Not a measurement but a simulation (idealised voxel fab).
Documented hereafter: the process module known as voxel gate over fins.
Section cut is 225 nm wide and gridded with 5 nm square cells.
When this document writes out a cross-section, it uses a grid of square cells and lists it as bands, beginning at the top and moving down, with a band standing for one or more rows of cells.
Look at the band entry: it leads with the top's height and the bottom's height in nm. Then it lists the materials left to right, with a width in nm for each. The word "all across" on a single material says that material fills the band edge to edge. The word "air" is empty space.
Below 0: as-received wafer, all one material; heights counted from there. Lowest band: no bottom, goes on down, written "0 and below".
The width entry "30 to 40" should be interpreted row by row: the top row of cells in the band takes the first number, the bottom row takes the second number, and the change between adjacent rows is uniform throughout.
For the purposes of this document, the phrase "no change" attached to a step denotes that no cell within the cross-section was modified by that step.
If an empty space has no open way to the top and is at least 8 cells in size, "Enclosed void list" lists it, written width x height at distance, where distance is measured from the left edge and every value is in nm.
Anything after a step's settings on that line? It's the simulator's own note about the step.
Regarding "overlay nm": on a step with a mask, it is the distance the mask lay to the right of its planned place; a negative value places it to the left.
Intended process steps
1: RECEIVE, material Si
2: CONFORMAL_DEP, material SiN, thk nm 10
3: PATTERN, tone cover, mask id FINS, material resist, width nm 15, pitch nm 35, thk nm 20, overlay nm 0
4: DIRECTIONAL_ETCH, etch materials SiN, depth nm 10
5: DIRECTIONAL_ETCH, etch materials Si, depth nm 30
6: STRIP, etch materials resist
7: OXIDIZE, depth nm 5
8: FILL_DEP, material SiO2, thk nm 10
9: CMP, height nm 10
10: SELECTIVE_ETCH, etch materials SiO2, depth nm 25
11: STRIP, etch materials SiN
12: CONFORMAL_DEP, material HfO2, thk nm 5
13: CONFORMAL_DEP, material TiN, thk nm 5
14: CONFORMAL_DEP, material TiAl, thk nm 5
15: CONFORMAL_DEP, material TiN, thk nm 5
16: FILL_DEP, material W, thk nm 15
17: CMP, height nm 30
18: CONFORMAL_DEP, material SiN, thk nm 10
As received (post step 1): cross-section
    0 and below  Si all across
    Enclosed void list: none
Wafer cross-section at end of module: start and plan as shown above, one execution error
    40 down to 30  SiN all across
    30 down to 20  W all across
    20 down to 15  60 of W; 115 of TiN; 50 of W
    15 down to 10  60 of W; 5 of TiN; 105 of TiAl; 5 of TiN; 50 of W
    10 down to 5  60 of W; 5 of TiN; 5 of TiAl; 25 of TiN; 10 of TiAl; 25 of TiN; 10 of TiAl; 25 of TiN; 5 of TiAl; 5 of TiN; 50 of W
    5 down to 0  65 of TiN; 5 of TiAl; 5 of TiN; 15 of HfO2; 5 of TiN; 10 of TiAl; 5 of TiN; 15 of HfO2; 5 of TiN; 10 of TiAl; 5 of TiN; 15 of HfO2; 5 of TiN; 5 of TiAl; 55 of TiN
    0 down to -5  70 of TiAl; 5 of TiN; 5 of HfO2; 5 of Si; 5 of HfO2; 5 of TiN; 10 of TiAl; 5 of TiN; 5 of HfO2; 5 of Si; 5 of HfO2; 5 of TiN; 10 of TiAl; 5 of TiN; 5 of HfO2; 5 of Si; 5 of HfO2; 5 of TiN; 60 of TiAl
    -5 down to -10  75 of TiN; 5 of HfO2; 5 of Si; 5 of HfO2; 20 of TiN; 5 of HfO2; 5 of Si; 5 of HfO2; 20 of TiN; 5 of HfO2; 5 of Si; 5 of HfO2; 65 of TiN
    -10 down to -15  80 of HfO2; 5 of Si; 30 of HfO2; 5 of Si; 30 of HfO2; 5 of Si; 70 of HfO2
    -15 down to -35  80 of SiO2; 5 of Si; 30 of SiO2; 5 of Si; 30 of SiO2; 5 of Si; 70 of SiO2
    -35 and below  Si all across
    Enclosed void list: none
Nonconformance to the process plan: planned and actual differ for step 3; actual: PATTERN, tone cover, mask id FINS, material resist, width nm 15, pitch nm 35, thk nm 20, overlay nm 5
